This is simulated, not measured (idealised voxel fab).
Proc. module: voxel transistor to metal
We display cut, a cross-section 285 nm in width whose square cells are each 5 nm.
A cross-section in this document is a grid of square cells, and it is written down as bands, the top band listed before the ones below it; a band is made up of one or more rows of cells.
It is stipulated that each band's entry specify, in nanometres, the height of the top of the band and then that of its bottom, followed by the materials of the band in left-to-right sequence, each together with its width in nanometres. A single material marked by the word "edge to edge" is understood to fill the band from edge to edge; the word "air" is understood to denote empty space.
Heights are measured from 0, the level below which the as-received wafer is all one material; the lowest band has no bottom and continues downward, written as in "0 and below".
When a width is written as two numbers, as in "30..40", the first number is the width in the top row of cells of the band and the second is the width in its bottom row, and the width changes by the same amount from each row to the next.
Any step labelled "nothing got changed" changed none of the cells in the cross-section.
"Closed-off voids" enumerates empty spaces isolated from the top, with no open way to it, that contain at least 8 cells, giving each as width x height at distance from the left edge, all three in nm.
Post-settings text on a step line: simulator's own remark regarding the step.
On any step carrying a mask, the "overlay nm" setting, if present on the step's line, tells how far right of its planned place the mask lay; negative values point to the left.

[Process steps - plan]
1 RECEIVE with material Si
2 CONFORMAL_DEP with material SiO2, thk nm 5
3 CONFORMAL_DEP with material SiN, thk nm 15
4 PATTERN with tone cover, mask id ACTIVE, material resist, width nm 110, pitch nm 140, thk nm 15, overlay nm 0
5 DIRECTIONAL_ETCH with etch materials SiN, depth nm 15
6 DIRECTIONAL_ETCH with etch materials SiO2, depth nm 5
7 DIRECTIONAL_ETCH with etch materials Si, depth nm 25
8 STRIP with etch materials resist
9 FILL_DEP with material SiO2, thk nm 15
10 CMP with height nm 20
11 SELECTIVE_ETCH with etch materials SiO2, depth nm 10
12 STRIP with etch materials SiN
13 SELECTIVE_ETCH with etch materials SiO2, depth nm 5
14 OXIDIZE with depth nm 5
15 DIRECTIONAL_DEP with material polySi, thk nm 20
16 DIRECTIONAL_DEP with material SiCN, thk nm 15
17 MASKED_ETCH with tone cover, mask id GATE, width nm 20, pitch nm 140, etch materials SiCN, depth nm 25, overlay nm 0
18 MASKED_ETCH with tone cover, mask id GATE, width nm 20, pitch nm 140, etch materials polySi, depth nm 30, overlay nm 0
19 CONFORMAL_DEP with material SiN, thk nm 10
20 DIRECTIONAL_ETCH with etch materials SiN, depth nm 10
21 DIRECTIONAL_ETCH with etch materials SiO2, depth nm 5
22 DIRECTIONAL_ETCH with etch materials Si, depth nm 5
23 EPI with material nSi, thk nm 10
24 FILL_DEP with material SiO2, thk nm 5
25 CMP with height nm 35
26 DIRECTIONAL_DEP with material SiO2, thk nm 15
27 DIRECTIONAL_DEP with material aC, thk nm 15
28 PATTERN with tone open, mask id CONTACT, material resist, width nm 20, pitch nm 70, thk nm 30, overlay nm 0
29 DIRECTIONAL_ETCH with etch materials aC, depth nm 15
30 STRIP with etch materials resist
31 DIRECTIONAL_ETCH with etch materials SiO2, depth nm 50
32 STRIP with etch materials aC
33 CONFORMAL_DEP with material TiN, thk nm 5
34 FILL_DEP with material Ru, thk nm 5
35 CMP with height nm 50
36 DIRECTIONAL_DEP with material TiN, thk nm 5
37 DIRECTIONAL_DEP with material W, thk nm 25
38 PATTERN with tone cover, mask id METAL_1, material resist, width nm 20, pitch nm 70, thk nm 20, overlay nm 0
39 DIRECTIONAL_ETCH with etch materials W, depth nm 25
40 DIRECTIONAL_ETCH with etch materials TiN, depth nm 5
41 STRIP with etch materials resist
42 CONFORMAL_DEP with material SiN, thk nm 5
43 FILL_DEP with material lowk, thk nm 5
44 CMP with height nm 80
45 CONFORMAL_DEP with material SiCN, thk nm 5

[Wafer cross-section on receipt, i.e. after step 1]
* 0 and below: Si edge to edge
* Closed-off voids: none

[Look at the cross-section after the module: the wafer started out the way shown above and the plan was the one shown above, yet one mistake was made along the way]
* 85 down to 80: SiCN edge to edge
* 80 down to 55: lowk 20 nm  SiN 5 nm  W 20 nm  SiN 5 nm  lowk 40 nm  SiN 5 nm  W 20 nm  SiN 5 nm  lowk 40 nm  SiN 5 nm  W 20 nm  SiN 5 nm  lowk 40 nm  SiN 5 nm  W 20 nm  SiN 5 nm  lowk 25 nm
* 55 down to 50: SiN 25 nm  TiN 20 nm  SiN 50 nm  TiN 20 nm  SiN 50 nm  TiN 20 nm  SiN 50 nm  TiN 20 nm  SiN 30 nm
* 50 down to 35: SiO2 25 nm  TiN 5 nm  Ru 10 nm  TiN 5 nm  SiO2 50 nm  TiN 5 nm  Ru 10 nm  TiN 5 nm  SiO2 50 nm  TiN 5 nm  Ru 10 nm  TiN 5 nm  SiO2 50 nm  TiN 5 nm  Ru 10 nm  TiN 5 nm  SiO2 30 nm
* 35 down to 20: SiO2 25 nm  TiN 5 nm  Ru 10 nm  TiN 5 nm  SiN 10 nm  SiCN 30 nm  SiN 10 nm  TiN 5 nm  Ru 10 nm  TiN 5 nm  SiO2 50 nm  TiN 5 nm  Ru 10 nm  TiN 5 nm  SiN 10 nm  SiCN 30 nm  SiN 10 nm  TiN 5 nm  Ru 10 nm  TiN 5 nm  SiO2 30 nm
* 20 down to 10: SiO2 25 nm  TiN 5 nm  Ru 10 nm  TiN 5 nm  SiN 10 nm  polySi 30 nm  SiN 10 nm  TiN 5 nm  Ru 10 nm  TiN 5 nm  SiO2 50 nm  TiN 5 nm  Ru 10 nm  TiN 5 nm  SiN 10 nm  polySi 30 nm  SiN 10 nm  TiN 5 nm  Ru 10 nm  TiN 5 nm  SiO2 30 nm
* 10 down to 5: SiO2 25 nm  TiN 20 nm  SiN 10 nm  polySi 30 nm  SiN 10 nm  TiN 20 nm  SiO2 50 nm  TiN 20 nm  SiN 10 nm  polySi 30 nm  SiN 10 nm  TiN 20 nm  SiO2 30 nm
* 5 down to 0: SiO2 10 nm  SiN 10 nm  nSi 10 nm  TiN 5 nm  nSi 10 nm  SiN 10 nm  polySi 30 nm  SiN 10 nm  nSi 10 nm  TiN 5 nm  nSi 10 nm  SiN 10 nm  SiO2 20 nm  SiN 10 nm  nSi 10 nm  TiN 5 nm  nSi 10 nm  SiN 10 nm  polySi 30 nm  SiN 10 nm  nSi 10 nm  TiN 5 nm  nSi 10 nm  SiN 10 nm  SiO2 15 nm
* 0 down to -5: SiO2 20 nm  nSi 25 nm  SiO2 50 nm  nSi 25 nm  SiO2 40 nm  nSi 25 nm  SiO2 50 nm  nSi 25 nm  SiO2 25 nm
* -5 down to -10: SiO2 15 nm  Si 5 nm  nSi 25 nm  Si 50 nm  nSi 25 nm  Si 5 nm  SiO2 30 nm  Si 5 nm  nSi 25 nm  Si 50 nm  nSi 25 nm  Si 5 nm  SiO2 20 nm
* -10 down to -25: SiO2 15 nm  Si 110 nm  SiO2 30 nm  Si 110 nm  SiO2 20 nm
* -25 and below: Si edge to edge
* Closed-off voids: none
It is concluded that the wafer was processed incorrectly with respect to the plan, in that step 17 off recipe, ran as MASKED_ETCH with tone cover, mask id GATE, width nm 30, pitch nm 140, etch materials SiCN, depth nm 25, overlay nm 0
